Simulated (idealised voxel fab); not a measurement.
You're looking at the process module voxel capacitor over wiring.
Cross-sectional view cut (width: 285 nm; square cell size: 5 nm).
Heads up, the way a cross-section reads in here is a grid of square cells, handed over as bands from the top down, with every band being one or more rows of cells. Per band: top height and bottom height in nm, followed by the left-to-right materials and their widths in nm; "all across" marks a single material spanning edge to edge, "air" marks empty space. Height datum 0, below which the as-received substrate wafer is one material. Lowest band open at the bottom, running downward: "0..down". Think of "30..40" as a width that walks from the first number to the second as you go down the band, top row to bottom row, taking equal-sized steps from row to row. "remained the same" -> step changed no cross-section cell. "Closed void roster": empty spaces of 8 cells or more with no open way to the top, each given as width x height at distance, distance from the left edge, all in nm. Whatever follows a step's settings on its line is a remark the simulator itself makes about that step. When a step includes a mask, the "overlay nm" setting on its line states how far to the right of its planned place that mask lay, and negative values state how far to the left.
PROCESS STEPS (PLANNED)
1,RECEIVE | material Si
2,CONFORMAL_DEP | material SiO2 | thk nm 10
3,DIRECTIONAL_DEP | material TiN | thk nm 5
4,DIRECTIONAL_DEP | material Ru | thk nm 15
5,PATTERN | tone cover | mask id METAL_1 | material resist | width nm 30 | pitch nm 80 | thk nm 20 | overlay nm 0
6,DIRECTIONAL_ETCH | etch materials Ru | depth nm 15
7,DIRECTIONAL_ETCH | etch materials TiN | depth nm 5
8,STRIP | etch materials resist
9,CONFORMAL_DEP | material SiN | thk nm 5
10,FILL_DEP | material lowk | thk nm 5
11,CMP | height nm 30
12,CONFORMAL_DEP | material SiCN | thk nm 5
13,DIRECTIONAL_DEP | material SiO2 | thk nm 10
14,MASKED_ETCH | tone open | mask id PLUG_1 | width nm 15 | etch materials SiO2 | depth nm 10 | overlay nm 0
15,MASKED_ETCH | tone open | mask id PLUG_1 | width nm 15 | etch materials SiCN | depth nm 5 | overlay nm 0
16,EPI | material Ru | thk nm 10
17,EPI | material Ru | thk nm 5
18,DIRECTIONAL_DEP | material TiN | thk nm 10
19,DIRECTIONAL_DEP | material Al2O3 | thk nm 5
20,DIRECTIONAL_DEP | material TiN | thk nm 10
21,PATTERN | tone cover | mask id UPPER_PLATE | material resist | width nm 55 | thk nm 20 | overlay nm 0
22,DIRECTIONAL_ETCH | etch materials TiN | depth nm 10
23,DIRECTIONAL_ETCH | etch materials Al2O3 | depth nm 5
24,STRIP | etch materials resist
25,MASKED_ETCH | tone cover | mask id LOWER_PLATE | width nm 65 | etch materials TiN | depth nm 10 | overlay nm 0
26,FILL_DEP | material SiO2 | thk nm 15
27,CMP | height nm 80
28,DIRECTIONAL_DEP | material aC | thk nm 10
29,PATTERN | tone open | mask id PLUG_2 | material resist | width nm 15 | thk nm 30 | overlay nm 0
30,DIRECTIONAL_ETCH | etch materials aC | depth nm 10
31,STRIP | etch materials resist
32,DIRECTIONAL_ETCH | etch materials SiO2 | depth nm 10
33,STRIP | etch materials aC
34,CONFORMAL_DEP | material TiN | thk nm 5
35,FILL_DEP | material Ru | thk nm 5
36,CMP | height nm 80
37,CONFORMAL_DEP | material SiCN | thk nm 5
CROSS-SECTION, INCOMING MATERIAL, AFTER STEP 1
    0..down | Si all across
    Closed void roster: none
CROSS-SECTION, END OF MODULE. START: AS ABOVE. PLAN: AS ABOVE. EXECUTION: ONE MISTAKE
    85..80 | SiCN all across
    80..75 | 110 nm SiO2; 5 nm TiN; 5 nm Ru; 5 nm TiN; 160 nm SiO2
    75..70 | 110 nm SiO2; 15 nm TiN; 160 nm SiO2
    70..65 | SiO2 all across
    65..60 | 100 nm SiO2; 55 nm TiN; 130 nm SiO2
    60..55 | 100 nm SiO2; 55 nm Al2O3; 130 nm SiO2
    55..45 | 95 nm SiO2; 65 nm TiN; 125 nm SiO2
    45..35 | 100 nm SiO2; 15 nm Ru; 170 nm SiO2
    35..30 | 100 nm SiCN; 15 nm Ru; 170 nm SiCN
    30..15 | 80 nm lowk; 5 nm SiN; 30 nm Ru; 5 nm SiN; 40 nm lowk; 5 nm SiN; 30 nm Ru; 5 nm SiN; 85 nm lowk
    15..10 | 85 nm SiN; 30 nm TiN; 50 nm SiN; 30 nm TiN; 90 nm SiN
    10..0 | SiO2 all across
    0..down | Si all across
    Closed void roster: none
It is concluded that the wafer was processed incorrectly with respect to the plan, in that so step 20 ended up running with a different setting than we planned, it ran as DIRECTIONAL_DEP | material TiN | thk nm 5
